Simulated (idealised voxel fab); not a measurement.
The name of this process module is voxel ribs on slabs.
The cross-section on display is named cut; it measures 265 nm wide, and its cells are 5 nm squares.
A cross-section is a grid of square cells, given in bands from the top down. A band is one or more rows of cells.
Basically the band line says how high the top is and how high the bottom is, in nm, and then what's in it from left to right, every material with its width in nm. Empty space shows up as "empty", and if a single material carries "edge to edge" it runs the full band edge to edge.
Zero point of the height axis is 0; under it, received wafer = one material. Lowest band: continues down indefinitely, "0..down".
So if you see something like "30->40" for the width, read it as the top row of the band sitting at the first number and the bottom row at the second, with every row in between moving by the same amount as the last.
It should be understood that the words "nothing was modified", when stated for a given step, signify that the cross-section underwent no change in any of its cells during that step.
So "Enclosed void catalog" is basically the list of trapped voids: any empty space of 8 cells or more that can't reach the top through an opening. They're written width x height at distance, the distance being from the left edge, and it's all nm.
after a step's settings: what the simulator itself notes on the step
The setting "overlay nm" may be written on the line of a step. When the step uses a mask, the value reports how far to the right of the planned place the mask lay, and a negative value reports that it lay to the left.

So here's the lineup of process steps we planned
- 1: RECEIVE: material Si
- 2: DIRECTIONAL_DEP: material SiO2, thk nm 30
- 3: DIRECTIONAL_DEP: material polySi, thk nm 20
- 4: DIRECTIONAL_DEP: material aC, thk nm 15
- 5: PATTERN: tone cover, mask id RIB, material resist, width nm 30, thk nm 35, overlay nm 0
- 6: DIRECTIONAL_ETCH: etch materials aC, depth nm 15
- 7: STRIP: etch materials resist
- 8: DIRECTIONAL_ETCH: etch materials polySi, depth nm 10
- 9: STRIP: etch materials aC
- 10: DIRECTIONAL_DEP: material aC, thk nm 10
- 11: PATTERN: tone cover, mask id SLAB, material resist, width nm 80, thk nm 25, overlay nm 0
- 12: DIRECTIONAL_ETCH: etch materials aC, depth nm 10
- 13: STRIP: etch materials resist
- 14: DIRECTIONAL_ETCH: etch materials polySi, depth nm 10
- 15: STRIP: etch materials aC
- 16: FILL_DEP: material SiO2, thk nm 25
- 17: CMP: height nm 70
- 18: DIRECTIONAL_DEP: material W, thk nm 10
- 19: MASKED_ETCH: tone cover, mask id HEATER, width nm 40, etch materials W, depth nm 10, overlay nm 0
- 20: CONFORMAL_DEP: material SiO2, thk nm 10

This is the cross-section of the wafer as we received it, i.e. after step 1
0..down = Si edge to edge
Enclosed void catalog: none

The module was run from the start shown above using the plan shown above, but one mistake was made doing it; the resulting wafer cross-section is below
90..80 = 100 of empty; 60 of SiO2; 105 of empty
80..70 = 110 of SiO2; 40 of W; 115 of SiO2
70..20 = SiO2 edge to edge
20..0 = polySi edge to edge
0..down = Si edge to edge
Enclosed void catalog: none
Heads up, the wafer didn't run the way we planned it: plan vs actual: 2 and 3 interchanged
